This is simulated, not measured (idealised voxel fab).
process module | voxel capacitor over wiring
cross-section cut | 295 nm wide | cells 5 nm
A cross-section is a grid of square cells, given in bands from the top down. A band is one or more rows of cells.
Each band's line starts with the height of the band's top and of its bottom, in nm. Then come its materials from left to right, each with its width in nm. One material with "throughout" fills the band from edge to edge. "air" is empty space.
Height 0 is the level under which the wafer as received is all one material. The lowest band goes on downwards, as in "0 down".
A width such as "30 to 40" changes by the same amount from each row of cells to the next, from the band's top row to its bottom row.
"no change" after a step means that no cell of the cross-section changed.
closed voids: empty space of 8 cells or more with no open way to the top, each as width x height at its distance from the left edge, in nm
after a step's settings: what the simulator itself notes on the step
overlay nm, on a step with a mask: how far to the right of its planned place the mask lay; to the left if negative
plan
1 op RECEIVE | material Si
2 op CONFORMAL_DEP | material SiO2 | thk nm 15
3 op CONFORMAL_DEP | material SiCN | thk nm 5
4 op DIRECTIONAL_DEP | material lowk | thk nm 15
5 op DIRECTIONAL_DEP | material aC | thk nm 10
6 op PATTERN | tone open | mask id METAL_1 | material resist | width nm 20 | pitch nm 85 | thk nm 30 | overlay nm 0
7 op DIRECTIONAL_ETCH | etch materials aC | depth nm 10
8 op STRIP | etch materials resist
9 op DIRECTIONAL_ETCH | etch materials lowk | depth nm 15
10 op DIRECTIONAL_ETCH | etch materials SiCN | depth nm 5
11 op STRIP | etch materials aC
12 op CONFORMAL_DEP | material TiN | thk nm 5
13 op FILL_DEP | material Cu | thk nm 10
14 op CMP | height nm 35
15 op CONFORMAL_DEP | material SiCN | thk nm 5
16 op DIRECTIONAL_DEP | material SiO2 | thk nm 20
17 op PATTERN | tone open | mask id PLUG_1 | material resist | width nm 15 | thk nm 20 | overlay nm -15
18 op DIRECTIONAL_ETCH | etch materials SiO2 | depth nm 20
19 op DIRECTIONAL_ETCH | etch materials SiCN | depth nm 5
20 op STRIP | etch materials resist
21 op EPI | material Ru | thk nm 10
22 op EPI | material Ru | thk nm 10
23 op EPI | material Ru | thk nm 5
24 op DIRECTIONAL_DEP | material TiN | thk nm 5
25 op DIRECTIONAL_DEP | material HfO2 | thk nm 5
26 op DIRECTIONAL_DEP | material TiN | thk nm 5
27 op DIRECTIONAL_DEP | material aC | thk nm 15
28 op PATTERN | tone cover | mask id UPPER_PLATE | material resist | width nm 70 | thk nm 35 | overlay nm 0
29 op DIRECTIONAL_ETCH | etch materials aC | depth nm 15
30 op STRIP | etch materials resist
31 op DIRECTIONAL_ETCH | etch materials TiN | depth nm 5
32 op DIRECTIONAL_ETCH | etch materials HfO2 | depth nm 5
33 op STRIP | etch materials aC
34 op DIRECTIONAL_DEP | material aC | thk nm 15
35 op PATTERN | tone cover | mask id LOWER_PLATE | material resist | width nm 80 | thk nm 35 | overlay nm 0
36 op DIRECTIONAL_ETCH | etch materials aC | depth nm 15
37 op STRIP | etch materials resist
38 op DIRECTIONAL_ETCH | etch materials TiN | depth nm 5
39 op STRIP | etch materials aC
40 op FILL_DEP | material SiO2 | thk nm 20
41 op CMP | height nm 90
42 op DIRECTIONAL_DEP | material aC | thk nm 15
43 op PATTERN | tone open | mask id PLUG_2 | material resist | width nm 15 | thk nm 35 | overlay nm 0
44 op DIRECTIONAL_ETCH | etch materials aC | depth nm 15
45 op STRIP | etch materials resist
46 op DIRECTIONAL_ETCH | etch materials SiO2 | depth nm 15
47 op STRIP | etch materials aC
48 op CONFORMAL_DEP | material TiN | thk nm 5
49 op FILL_DEP | material Cu | thk nm 10
50 op CMP | height nm 90
51 op CONFORMAL_DEP | material SiCN | thk nm 5
varied across the wafers: overlay nm of step 17. The plan shows the first wafer's value. All wafers start alike
first wafer as received, after step 1
  0 down: Si throughout
  closed voids: none
each wafer at the end: cells of each material gained (+) or lost (-) since it was received, then its closed voids
overlay nm -15 | +14 Cu | +14 HfO2 | +15 Ru | +166 SiCN | +702 SiO2 | +57 TiN | +153 lowk | closed voids: none
overlay nm -10 | +14 Cu | +14 HfO2 | +15 Ru | +166 SiCN | +702 SiO2 | +57 TiN | +153 lowk | closed voids: none
overlay nm -5 | +14 Cu | +14 HfO2 | +15 Ru | +166 SiCN | +702 SiO2 | +57 TiN | +153 lowk | closed voids: none
overlay nm 0 | +14 Cu | +14 HfO2 | +15 Ru | +166 SiCN | +702 SiO2 | +57 TiN | +153 lowk | closed voids: none
overlay nm 5 | +14 Cu | +14 HfO2 | +15 Ru | +166 SiCN | +702 SiO2 | +57 TiN | +153 lowk | closed voids: none
overlay nm 10 | +14 Cu | +14 HfO2 | +15 Ru | +166 SiCN | +702 SiO2 | +57 TiN | +153 lowk | closed voids: none
overlay nm 15 | +14 Cu | +14 HfO2 | +166 SiCN | +717 SiO2 | +57 TiN | +153 lowk | closed voids: none
